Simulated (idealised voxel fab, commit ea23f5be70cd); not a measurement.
Process module name: voxel local oxidation
It is cross-section cut that appears here, measuring 150 nm in width, its square cells being 5 nm in size.
The cross-sections in this document take the form of a grid made of square cells. They are written out as bands, in order from top to bottom. Each band consists of one or more rows of cells. Heights first: top, then bottom, in nm. Then materials, left to right, each with a width in nm. "throughout" on a single material: fills the band edge to edge. "air": empty space. Height 0 is the level under which the wafer as received is all one material. The lowest band goes on downwards, as in "0..down". The expression "30..40" gives the width at the extremes of the band, the first number at its top row of cells and the second at its bottom row, with the width changing by equal amounts from each row to the next in between. Reading "nothing was modified" for a step: not a cell of the cross-section changed in it. Empty spaces without an open route to the top, at least 8 cells in extent, make up the entry "Completely enclosed voids"; each is given as width x height at distance, where the distance is measured from the left edge, and all are in nm. The remark found on a step's line after its settings is issued by the simulator itself and pertains to that step. overlay nm: how far to the right of its planned place the mask lay on this masked step (negative: to the left).

**So here's the lineup of process steps we planned**
1. RECEIVE: material Si
2. OXIDIZE: depth nm 5
3. CONFORMAL_DEP: material SiN, thk nm 15
4. DIRECTIONAL_DEP: material aC, thk nm 15
5. PATTERN: tone cover, mask id ACTIVE, material resist, width nm 95, thk nm 30, overlay nm 0
6. DIRECTIONAL_ETCH: etch materials aC, depth nm 15
7. STRIP: etch materials resist
8. DIRECTIONAL_ETCH: etch materials SiN, depth nm 15
9. STRIP: etch materials aC
10. SELECTIVE_ETCH: etch materials SiO2, depth nm 5
11. OXIDIZE: depth nm 15
12. STRIP: etch materials SiN

**As-received wafer cross-section (after step 1)**
* 0..down = Si throughout
* Completely enclosed voids: none

**Sectioned view, first of two wafers, at the close of the module, processed as intended in the plan**
* 0..-5 = air=30 / SiO2=85 / air=35
* -5..-20 = SiO2=45 / Si=55 / SiO2=50
* -20..down = Si throughout
* Completely enclosed voids: none

**Cross-section of the latter of the two wafers at module completion. It had an identical start and an identical plan to the former; in running it, one mistake was made**
* 10..-5 = SiO2 throughout
* -5..down = Si throughout
* Completely enclosed voids: none
Run error: rather than as planned, step 3 actually ran as CONFORMAL_DEP: material SiO2, thk nm 15
Once processing is complete, comparing cell counts shows that the second wafer has more or fewer of certain materials than the first: +57 Si; +16 SiO2
